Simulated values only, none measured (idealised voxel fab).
process module | voxel wiring stack
Xsec cut, 180 nm wide, square cell size 5 nm.
Cross-sections here: square-cell grids, written as top-down lists of bands, a band being one or more rows of cells. A band entry consists of two parts. The first gives the height of the band's top and the height of its bottom, in nm. The rest lists the band's materials from left to right, each with its width in nm. A single material labelled with the word "throughout" fills the band from edge to edge, and the word "air" marks empty space. Height is counted from the level 0, under which the received wafer is composed throughout of one material. The lowest of the bands is not closed at the bottom but continues downward, in the notation "0 and below". Width "30 to 40": first value at the band's top row of cells, second value at its bottom row, equal change from row to row. A step reported as "nothing altered" is a step in which no cell of the cross-section changed. The entry titled "Closed void listing" provides the empty spaces that have no open way to the top, restricted to those of 8 cells or more. Each is presented as width x height at distance, the distance being measured from the left edge, with all three in nm. It should be noted that, on the line of a given step, the content following the step's settings is a remark produced by the simulator itself with respect to that step. Regarding "overlay nm": on a step with a mask, it is the distance the mask lay to the right of its planned place; a negative value places it to the left.

INTENDED PROCESS STEPS
1 RECEIVE: material Si
2 CONFORMAL_DEP: material SiO2, thk nm 10
3 DIRECTIONAL_DEP: material TiN, thk nm 5
4 DIRECTIONAL_DEP: material Ru, thk nm 15
5 MASKED_ETCH: tone cover, mask id METAL_1, width nm 30, pitch nm 50, etch materials Ru, depth nm 15, overlay nm 0
6 MASKED_ETCH: tone cover, mask id METAL_1, width nm 30, pitch nm 50, etch materials TiN, depth nm 5, overlay nm 0
7 CONFORMAL_DEP: material SiCN, thk nm 5
8 FILL_DEP: material SiO2, thk nm 10
9 CMP: height nm 30
10 CONFORMAL_DEP: material SiCN, thk nm 5
11 DIRECTIONAL_DEP: material SiO2, thk nm 30
12 MASKED_ETCH: tone open, mask id METAL_2_HOLES, width nm 15, pitch nm 50, etch materials SiO2, depth nm 30, overlay nm 0
13 PATTERN: tone open, mask id METAL_2, material resist, width nm 30, pitch nm 50, thk nm 20, overlay nm 0
14 DIRECTIONAL_ETCH: etch materials SiO2, depth nm 20
15 DIRECTIONAL_ETCH: etch materials SiCN, depth nm 5
16 STRIP: etch materials resist
17 CONFORMAL_DEP: material TiN, thk nm 5
18 FILL_DEP: material Ru, thk nm 5
19 CMP: height nm 65
20 CONFORMAL_DEP: material SiCN, thk nm 5
21 DIRECTIONAL_DEP: material SiO2, thk nm 25
22 PATTERN: tone open, mask id METAL_3, material resist, width nm 30, pitch nm 50, thk nm 20, overlay nm 0
23 DIRECTIONAL_ETCH: etch materials SiO2, depth nm 15
24 STRIP: etch materials resist
25 MASKED_ETCH: tone open, mask id METAL_3_HOLES, width nm 15, etch materials SiO2, depth nm 10, overlay nm 0
26 MASKED_ETCH: tone open, mask id METAL_3_HOLES, width nm 15, etch materials SiCN, depth nm 5, overlay nm 0
27 CONFORMAL_DEP: material TiN, thk nm 5
28 FILL_DEP: material Ru, thk nm 10
29 CMP: height nm 95
30 CONFORMAL_DEP: material SiCN, thk nm 5
31 DIRECTIONAL_DEP: material lowk, thk nm 35
32 MASKED_ETCH: tone open, mask id METAL_4, width nm 30, pitch nm 50, etch materials lowk, depth nm 20, overlay nm 0
33 MASKED_ETCH: tone open, mask id METAL_4_HOLES, width nm 15, pitch nm 50, etch materials lowk, depth nm 15, overlay nm 0
34 MASKED_ETCH: tone open, mask id METAL_4_HOLES, width nm 15, pitch nm 50, etch materials SiCN, depth nm 5, overlay nm 0
35 CONFORMAL_DEP: material TiN, thk nm 5
36 FILL_DEP: material Ru, thk nm 5
37 CMP: height nm 135
38 CONFORMAL_DEP: material SiCN, thk nm 5

CROSS-SECTION OF THE INCOMING WAFER, STATE AFTER STEP 1
- 0 and below: Si throughout
- Closed void listing: none

AS-PLANNED RUN: CROSS-SECTION OF THE FIRST OF TWO WAFERS AT END OF MODULE
- 140 down to 135: SiCN throughout
- 135 down to 120: 50 nm lowk, 5 nm TiN, 20 nm Ru, 5 nm TiN, 20 nm lowk, 5 nm TiN, 20 nm Ru, 5 nm TiN, 50 nm lowk
- 120 down to 115: 50 nm lowk, 5 nm TiN, 5 nm Ru, 20 nm TiN, 20 nm lowk, 5 nm TiN, 5 nm Ru, 20 nm TiN, 50 nm lowk
- 115 down to 100: 50 nm lowk, 5 nm TiN, 5 nm Ru, 5 nm TiN, 35 nm lowk, 5 nm TiN, 5 nm Ru, 5 nm TiN, 65 nm lowk
- 100 down to 95: 50 nm SiCN, 15 nm TiN, 35 nm SiCN, 15 nm TiN, 65 nm SiCN
- 95 down to 85: 50 nm SiO2, 5 nm TiN, 20 nm Ru, 5 nm TiN, 20 nm SiO2, 5 nm TiN, 20 nm Ru, 5 nm TiN, 50 nm SiO2
- 85 down to 80: 50 nm SiO2, 5 nm TiN, 5 nm Ru, 20 nm TiN, 20 nm SiO2, 30 nm TiN, 50 nm SiO2
- 80 down to 70: 50 nm SiO2, 5 nm TiN, 5 nm Ru, 5 nm TiN, 115 nm SiO2
- 70 down to 65: 50 nm SiCN, 15 nm TiN, 115 nm SiCN
- 65 down to 50: 50 nm SiO2, 5 nm TiN, 20 nm Ru, 5 nm TiN, 20 nm SiO2, 5 nm TiN, 20 nm Ru, 5 nm TiN, 50 nm SiO2
- 50 down to 45: 50 nm SiO2, 5 nm TiN, 5 nm Ru, 20 nm TiN, 20 nm SiO2, 5 nm TiN, 5 nm Ru, 20 nm TiN, 50 nm SiO2
- 45 down to 35: 50 nm SiO2, 5 nm TiN, 5 nm Ru, 5 nm TiN, 35 nm SiO2, 5 nm TiN, 5 nm Ru, 5 nm TiN, 65 nm SiO2
- 35 down to 30: 50 nm SiCN, 15 nm TiN, 35 nm SiCN, 15 nm TiN, 65 nm SiCN
- 30 down to 15: 45 nm SiO2, 5 nm SiCN, 30 nm Ru, 5 nm SiCN, 10 nm SiO2, 5 nm SiCN, 30 nm Ru, 5 nm SiCN, 45 nm SiO2
- 15 down to 10: 50 nm SiCN, 30 nm TiN, 20 nm SiCN, 30 nm TiN, 50 nm SiCN
- 10 down to 0: SiO2 throughout
- 0 and below: Si throughout
- Closed void listing: none

HERE IS THE SECOND OF THE TWO WAFERS CUT OPEN AT THE END OF THE MODULE - SAME START, SAME PLAN AS THE FIRST ONE, BUT WE MADE ONE MISTAKE RUNNING IT
- 140 down to 135: SiCN throughout
- 135 down to 120: 50 nm lowk, 5 nm TiN, 20 nm Ru, 5 nm TiN, 20 nm lowk, 5 nm TiN, 20 nm Ru, 5 nm TiN, 50 nm lowk
- 120 down to 115: 50 nm lowk, 5 nm TiN, 5 nm Ru, 20 nm TiN, 20 nm lowk, 5 nm TiN, 5 nm Ru, 20 nm TiN, 50 nm lowk
- 115 down to 100: 50 nm lowk, 5 nm TiN, 5 nm Ru, 5 nm TiN, 35 nm lowk, 5 nm TiN, 5 nm Ru, 5 nm TiN, 65 nm lowk
- 100 down to 95: 50 nm SiCN, 15 nm TiN, 35 nm SiCN, 15 nm TiN, 65 nm SiCN
- 95 down to 85: 50 nm SiO2, 5 nm TiN, 20 nm Ru, 5 nm TiN, 20 nm SiO2, 5 nm TiN, 20 nm Ru, 5 nm TiN, 50 nm SiO2
- 85 down to 80: 50 nm SiO2, 5 nm TiN, 5 nm Ru, 20 nm TiN, 20 nm SiO2, 30 nm TiN, 50 nm SiO2
- 80 down to 70: 50 nm SiO2, 5 nm TiN, 5 nm Ru, 5 nm TiN, 115 nm SiO2
- 70 down to 65: 50 nm SiCN, 15 nm TiN, 115 nm SiCN
- 65 down to 60: 50 nm SiO2, 5 nm TiN, 5 nm Ru, 20 nm TiN, 20 nm SiO2, 5 nm TiN, 5 nm Ru, 20 nm TiN, 50 nm SiO2
- 60 down to 50: 50 nm SiO2, 5 nm TiN, 5 nm Ru, 5 nm TiN, 35 nm SiO2, 5 nm TiN, 5 nm Ru, 5 nm TiN, 65 nm SiO2
- 50 down to 45: 50 nm SiCN, 15 nm TiN, 35 nm SiCN, 15 nm TiN, 65 nm SiCN
- 45 down to 35: SiO2 throughout
- 35 down to 30: 45 nm SiO2, 40 nm SiCN, 10 nm SiO2, 40 nm SiCN, 45 nm SiO2
- 30 down to 15: 45 nm SiO2, 5 nm SiCN, 30 nm Ru, 5 nm SiCN, 10 nm SiO2, 5 nm SiCN, 30 nm Ru, 5 nm SiCN, 45 nm SiO2
- 15 down to 10: 50 nm SiCN, 30 nm TiN, 20 nm SiCN, 30 nm TiN, 50 nm SiCN
- 10 down to 0: SiO2 throughout
- 0 and below: Si throughout
- Closed void listing: none
Diagnosis: plan step 9 skipped
at the end the second wafer has, in cells: Ru -24; SiCN +16; SiO2 +20; TiN -12
